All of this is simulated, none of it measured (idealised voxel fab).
process module | voxel capacitor over wiring
cross-section cut | 170 nm wide | cells 5 nm
A cross-section is a grid of square cells, given in bands from the top down. A band is one or more rows of cells.
Each band's line starts with the height of the band's top and of its bottom, in nm. Then come its materials from left to right, each with its width in nm. One material with "throughout" fills the band from edge to edge. "air" is empty space.
Height 0 is the level under which the wafer as received is all one material. The lowest band goes on downwards, as in "0 down".
A width such as "30 to 40" changes by the same amount from each row of cells to the next, from the band's top row to its bottom row.
"no change" after a step means that no cell of the cross-section changed.
closed voids: empty space of 8 cells or more with no open way to the top, each as width x height at its distance from the left edge, in nm
after a step's settings: what the simulator itself notes on the step
overlay nm, on a step with a mask: how far to the right of its planned place the mask lay; to the left if negative
plan
1 op RECEIVE | material Si
2 op CONFORMAL_DEP | material SiO2 | thk nm 15
3 op DIRECTIONAL_DEP | material TiN | thk nm 5
4 op DIRECTIONAL_DEP | material W | thk nm 20
5 op PATTERN | tone cover | mask id METAL_1 | material resist | width nm 20 | pitch nm 75 | thk nm 15 | overlay nm 0
6 op DIRECTIONAL_ETCH | etch materials W | depth nm 20
7 op DIRECTIONAL_ETCH | etch materials TiN | depth nm 5
8 op STRIP | etch materials resist
9 op CONFORMAL_DEP | material SiCN | thk nm 5
10 op FILL_DEP | material lowk | thk nm 10
11 op CMP | height nm 40
12 op CONFORMAL_DEP | material SiCN | thk nm 5
13 op DIRECTIONAL_DEP | material lowk | thk nm 20
14 op MASKED_ETCH | tone open | mask id PLUG_1 | width nm 15 | etch materials lowk | depth nm 20 | overlay nm 0
15 op MASKED_ETCH | tone open | mask id PLUG_1 | width nm 15 | etch materials SiCN | depth nm 5 | overlay nm 0
16 op EPI | material Ru | thk nm 10
17 op EPI | material Ru | thk nm 10
18 op EPI | material Ru | thk nm 5
19 op DIRECTIONAL_DEP | material TiN | thk nm 10
20 op DIRECTIONAL_DEP | material SiN | thk nm 5
21 op DIRECTIONAL_DEP | material TiN | thk nm 5
22 op DIRECTIONAL_DEP | material aC | thk nm 15
23 op PATTERN | tone cover | mask id UPPER_PLATE | material resist | width nm 60 | thk nm 30 | overlay nm 0
24 op DIRECTIONAL_ETCH | etch materials aC | depth nm 15
25 op STRIP | etch materials resist
26 op DIRECTIONAL_ETCH | etch materials TiN | depth nm 5
27 op DIRECTIONAL_ETCH | etch materials SiN | depth nm 5
28 op STRIP | etch materials aC
29 op DIRECTIONAL_DEP | material aC | thk nm 15
30 op PATTERN | tone cover | mask id LOWER_PLATE | material resist | width nm 70 | thk nm 30 | overlay nm 0
31 op DIRECTIONAL_ETCH | etch materials aC | depth nm 15
32 op STRIP | etch materials resist
33 op DIRECTIONAL_ETCH | etch materials TiN | depth nm 10
34 op STRIP | etch materials aC
35 op FILL_DEP | material SiO2 | thk nm 20
36 op CMP | height nm 100
37 op MASKED_ETCH | tone open | mask id PLUG_2 | width nm 15 | etch materials SiO2 | depth nm 15 | overlay nm 0
38 op CONFORMAL_DEP | material TiN | thk nm 5
39 op FILL_DEP | material W | thk nm 5
40 op CMP | height nm 100
41 op CONFORMAL_DEP | material SiCN | thk nm 5
as received, after step 1
  0 down: Si throughout
  closed voids: none
a wafer at the end: this start, this plan, one mistake
  105 to 100: SiCN throughout
  100 to 90: SiO2 50 | TiN 5 | W 5 | TiN 5 | SiO2 105
  90 to 80: SiO2 50 to 40 | TiN 15 to 60 | SiO2 105 to 70
  80 to 75: SiO2 40 | SiN 60 | SiO2 70
  75 to 65: SiO2 35 | TiN 70 | SiO2 65
  65 to 45: lowk 40 | Ru 15 | lowk 115
  45 to 40: SiCN 40 | Ru 15 | SiCN 115
  40 to 20: lowk 35 | SiCN 5 | W 20 | SiCN 5 | lowk 45 | SiCN 5 | W 20 | SiCN 5 | lowk 30
  20 to 15: SiCN 40 | TiN 20 | SiCN 55 | TiN 20 | SiCN 35
  15 to 0: SiO2 throughout
  0 down: Si throughout
  closed voids: none
what went wrong: step 5 ran as: op PATTERN | tone cover | mask id METAL_1 | material resist | width nm 20 | pitch nm 75 | thk nm 15 | overlay nm 5
